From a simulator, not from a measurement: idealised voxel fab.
Process module, titled voxel tone inversion
Shown is cross-section cut, with a width of 255 nm and square cells of size 5 nm.
A cross-section is a grid of square cells, given in bands from the top down. A band is one or more rows of cells. Band: top and bottom heights (nm) first, top before bottom; then materials from left to right, widths in nm. "throughout" marks a sole material filling the band edge to edge. "air" denotes empty space. Counting heights begins at 0, where everything beneath is, in the wafer as received, one material. The lowest band has no bottom; it goes on downwards, as "top 0, no bottom" shows. So if you see something like "30 to 40" for the width, read it as the top row of the band sitting at the first number and the bottom row at the second, with every row in between moving by the same amount as the last. No cell of the cross-section changed in a step that is given as "nothing different". The list in "Voids, fully enclosed" covers empty spaces of 8 cells or more that cannot reach the top through any open way, and it gives each as width x height at distance; the distance is from the left edge, and width, height and distance are in nm. Where a step's line continues beyond its settings, the continuation is a remark by the simulator itself on that step. Regarding "overlay nm": on a step with a mask, it is the distance the mask lay to the right of its planned place; a negative value places it to the left.
THE STEPS PLANNED FOR THE PROCESS ARE AS FOLLOWS
| 1 | RECEIVE,material Si |
| 2 | CONFORMAL_DEP,material SiN,thk nm 5 |
| 3 | DIRECTIONAL_DEP,material polySi,thk nm 15 |
| 4 | PATTERN,tone cover,mask id POSTS,material resist,width nm 25,pitch nm 40,thk nm 25,overlay nm 0 |
| 5 | DIRECTIONAL_ETCH,etch materials polySi,depth nm 15 |
| 6 | STRIP,etch materials resist |
| 7 | FILL_DEP,material lowk,thk nm 5 |
| 8 | CMP,height nm 20 |
| 9 | STRIP,etch materials polySi |
| 10 | CONFORMAL_DEP,material TiN,thk nm 5 |
| 11 | FILL_DEP,material Cu,thk nm 10 |
| 12 | CMP,height nm 20 |
| 13 | CONFORMAL_DEP,material SiN,thk nm 5 |
CROSS-SECTION OF THE WAFER UPON ARRIVAL, REPRESENTING THE STATE REACHED AFTER STEP 1
	top 0, no bottom  Si throughout
	Voids, fully enclosed: none
CROSS-SECTIONAL VIEW OF THE FIRST OF THE TWO WAFERS UPON COMPLETION OF THE MODULE, PROCESSED IN ACCORDANCE WITH THE PLAN
	top 25, bottom 20  SiN throughout
	top 20, bottom 10  lowk=95 / TiN=5 / Cu=15 / TiN=5 / lowk=15 / TiN=5 / Cu=15 / TiN=5 / lowk=95
	top 10, bottom 5  lowk=95 / TiN=25 / lowk=15 / TiN=25 / lowk=95
	top 5, bottom 0  SiN throughout
	top 0, no bottom  Si throughout
	Voids, fully enclosed: none
THE SECOND WAFER, SHOWN IN CROSS-SECTION AFTER THE MODULE: STARTED THE SAME WAY AS THE FIRST AND GIVEN THE SAME PLAN, YET ONE MISTAKE CREPT INTO HOW IT WAS RUN
	top 25, bottom 20  SiN throughout
	top 20, bottom 10  TiN=100 / Cu=15 / TiN=25 / Cu=15 / TiN=100
	top 10, bottom 5  TiN throughout
	top 5, bottom 0  SiN throughout
	top 0, no bottom  Si throughout
	Voids, fully enclosed: none
Misprocessing identified: it should be noted that step 7 was executed with settings other than those planned, the operation and settings actually applied being FILL_DEP,material TiN,thk nm 5
It is noted that, at the conclusion of processing, the second wafer exhibits a higher or lower cell count for certain materials relative to the first: 123 more of TiN; 123 fewer of lowk
